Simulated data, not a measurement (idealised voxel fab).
process module | voxel self aligned vias
cross-section cut | 300 nm wide | cells 5 nm
A cross-section is a grid of square cells, given in bands from the top down. A band is one or more rows of cells.
Each band's line starts with the height of the band's top and of its bottom, in nm. Then come its materials from left to right, each with its width in nm. One material with "throughout" fills the band from edge to edge. "air" is empty space.
Height 0 is the level under which the wafer as received is all one material. The lowest band goes on downwards, as in "0 down".
A width such as "30 to 40" changes by the same amount from each row of cells to the next, from the band's top row to its bottom row.
"no change" after a step means that no cell of the cross-section changed.
closed voids: empty space of 8 cells or more with no open way to the top, each as width x height at its distance from the left edge, in nm
after a step's settings: what the simulator itself notes on the step
overlay nm, on a step with a mask: how far to the right of its planned place the mask lay; to the left if negative
plan
1 op RECEIVE | material Si
2 op CONFORMAL_DEP | material SiO2 | thk nm 15
3 op CONFORMAL_DEP | material SiCN | thk nm 5
4 op DIRECTIONAL_DEP | material SiO2 | thk nm 30
5 op MASKED_ETCH | tone open | mask id LINES | width nm 30 | pitch nm 55 | etch materials SiO2 | depth nm 30 | overlay nm 0
6 op CONFORMAL_DEP | material TiN | thk nm 5
7 op FILL_DEP | material Ru | thk nm 10
8 op CMP | height nm 50
9 op SELECTIVE_ETCH | etch materials W Ru TiN | depth nm 10
10 op FILL_DEP | material SiN | thk nm 5
11 op CMP | height nm 50
12 op DIRECTIONAL_DEP | material SiO2 | thk nm 15
13 op PATTERN | tone open | mask id VIAS | material resist | width nm 40 | pitch nm 110 | thk nm 20 | overlay nm 0
14 op DIRECTIONAL_ETCH | etch materials SiO2 | depth nm 15
15 op DIRECTIONAL_ETCH | etch materials SiN | depth nm 10
16 op STRIP | etch materials resist
17 op CONFORMAL_DEP | material TiN | thk nm 5
18 op FILL_DEP | material Cu | thk nm 5
19 op CMP | height nm 65
20 op CONFORMAL_DEP | material SiN | thk nm 5
as received, after step 1
  0 down: Si throughout
  closed voids: none
a wafer at the end: this start, this plan, one mistake
  70 to 65: SiN throughout
  65 to 55: SiO2 75 | TiN 5 | Cu 30 | TiN 5 | SiO2 70 | TiN 5 | Cu 30 | TiN 5 | SiO2 75
  55 to 50: SiO2 75 | TiN 40 | SiO2 70 | TiN 40 | SiO2 75
  50 to 40: SiN 75 | TiN 5 | SiO2 30 | TiN 5 | SiN 20 | SiO2 30 | SiN 20 | TiN 5 | SiO2 30 | TiN 5 | SiN 75
  40 to 25: Ru 75 | TiN 5 | SiO2 30 | TiN 5 | Ru 15 | TiN 5 | SiO2 30 | TiN 5 | Ru 15 | TiN 5 | SiO2 30 | TiN 5 | Ru 75
  25 to 20: TiN 80 | SiO2 30 | TiN 25 | SiO2 30 | TiN 25 | SiO2 30 | TiN 80
  20 to 15: SiCN throughout
  15 to 0: SiO2 throughout
  0 down: Si throughout
  closed voids: none
what went wrong: step 5 ran as: op MASKED_ETCH | tone cover | mask id LINES | width nm 30 | pitch nm 55 | etch materials SiO2 | depth nm 30 | overlay nm 0
